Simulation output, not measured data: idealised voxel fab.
Proc. module: voxel wiring stack
Cross-section cut spans 215 nm and uses square cells 5 nm in size.
Cross-section spec: square-cell grid; bands listed top down; each band is one or more rows. A band entry consists of two parts. The first gives the height of the band's top and the height of its bottom, in nm. The rest lists the band's materials from left to right, each with its width in nm. A single material labelled with the word "full width" fills the band from edge to edge, and the word "empty" marks empty space. Zero point of the height axis is 0; under it, received wafer = one material. Lowest band: continues down indefinitely, "z 0 and below". Width spec "30->40" -> top row of cells at first value, bottom row at second value, equal per-row change in between. It should be understood that the words "no alterations made", when stated for a given step, signify that the cross-section underwent no change in any of its cells during that step. Enclosed voids (no open way to top), threshold 8 cells or more, entry "Unvented internal voids", notation width x height at distance, distance from left edge, nm. Past the settings on a step's line: simulator remark, on that step. "overlay nm" on a masked step: distance the mask lay right of its planned place, negative for left.

STEPS PLANNED FOR THE PROCESS
1) op RECEIVE | material Si
2) op CONFORMAL_DEP | material SiO2 | thk nm 15
3) op DIRECTIONAL_DEP | material TiN | thk nm 5
4) op DIRECTIONAL_DEP | material Ru | thk nm 25
5) op PATTERN | tone cover | mask id METAL_1 | material resist | width nm 25 | pitch nm 45 | thk nm 20 | overlay nm 0
6) op DIRECTIONAL_ETCH | etch materials Ru | depth nm 25
7) op DIRECTIONAL_ETCH | etch materials TiN | depth nm 5
8) op STRIP | etch materials resist
9) op FILL_DEP | material lowk | thk nm 5
10) op CMP | height nm 45
11) op CONFORMAL_DEP | material SiCN | thk nm 5
12) op DIRECTIONAL_DEP | material lowk | thk nm 20
13) op PATTERN | tone open | mask id PLUG_1 | material resist | width nm 15 | pitch nm 45 | thk nm 20 | overlay nm 0
14) op DIRECTIONAL_ETCH | etch materials lowk | depth nm 20
15) op DIRECTIONAL_ETCH | etch materials SiCN | depth nm 5
16) op STRIP | etch materials resist
17) op EPI | material Ru | thk nm 10
18) op EPI | material Ru | thk nm 10
19) op EPI | material Ru | thk nm 5
20) op DIRECTIONAL_DEP | material TiN | thk nm 5
21) op DIRECTIONAL_DEP | material W | thk nm 15
22) op PATTERN | tone cover | mask id METAL_2 | material resist | width nm 25 | pitch nm 45 | thk nm 15 | overlay nm 0
23) op DIRECTIONAL_ETCH | etch materials W | depth nm 15
24) op DIRECTIONAL_ETCH | etch materials TiN | depth nm 5
25) op STRIP | etch materials resist
26) op CONFORMAL_DEP | material SiN | thk nm 5
27) op FILL_DEP | material SiO2 | thk nm 5
28) op CMP | height nm 90
29) op CONFORMAL_DEP | material SiN | thk nm 5

INCOMING WAFER IN CROSS-SECTION (STATE: AFTER STEP 1)
* z 0 and below: Si full width
* Unvented internal voids: none

POST-MODULE CROSS-SECTION OF THE FIRST OF TWO WAFERS (RUN PER PLAN)
* z 95 to 90: SiN full width
* z 90 to 75: SiO2 45; SiN 5; W 25; SiN 5; SiO2 10; SiN 5; W 25; SiN 5; SiO2 10; SiN 5; W 25; SiN 5; SiO2 45
* z 75 to 70: SiN 50; TiN 25; SiN 20; TiN 25; SiN 20; TiN 25; SiN 50
* z 70 to 50: lowk 50; Ru 15; lowk 30; Ru 15; lowk 30; Ru 15; lowk 60
* z 50 to 45: SiCN 50; Ru 15; SiCN 30; Ru 15; SiCN 30; Ru 15; SiCN 60
* z 45 to 20: lowk 50; Ru 25; lowk 20; Ru 25; lowk 20; Ru 25; lowk 50
* z 20 to 15: lowk 50; TiN 25; lowk 20; TiN 25; lowk 20; TiN 25; lowk 50
* z 15 to 0: SiO2 full width
* z 0 and below: Si full width
* Unvented internal voids: none

CROSS-SECTIONAL VIEW OF THE SECOND OF TWO WAFERS UPON COMPLETION OF THE MODULE. THIS WAFER SHARED ITS STARTING CONDITION AND PROCESS PLAN WITH THE FIRST; ONE ERROR WAS MADE DURING ITS EXECUTION
* z 95 to 90: SiN full width
* z 90 to 85: SiO2 35; SiN 15; W 25; SiN 20; W 25; SiN 20; W 25; SiN 15; SiO2 35
* z 85 to 75: SiN 50; W 25; SiN 20; W 25; SiN 20; W 25; SiN 50
* z 75 to 70: SiN 50; TiN 25; SiN 20; TiN 25; SiN 20; TiN 25; SiN 50
* z 70 to 50: lowk 50; Ru 15; lowk 30; Ru 15; lowk 30; Ru 15; lowk 60
* z 50 to 45: SiCN 50; Ru 15; SiCN 30; Ru 15; SiCN 30; Ru 15; SiCN 60
* z 45 to 20: lowk 50; Ru 25; lowk 20; Ru 25; lowk 20; Ru 25; lowk 50
* z 20 to 15: lowk 50; TiN 25; lowk 20; TiN 25; lowk 20; TiN 25; lowk 50
* z 15 to 0: SiO2 full width
* z 0 and below: Si full width
* Unvented internal voids: none
Deviation noted in wafer processing: step 26 ran with different settings than intended, the actual operation and settings being op CONFORMAL_DEP | material SiN | thk nm 15
Looking at both finished wafers in cells, the second ends up ahead of or behind the first on some materials: +52 SiN, -52 SiO2
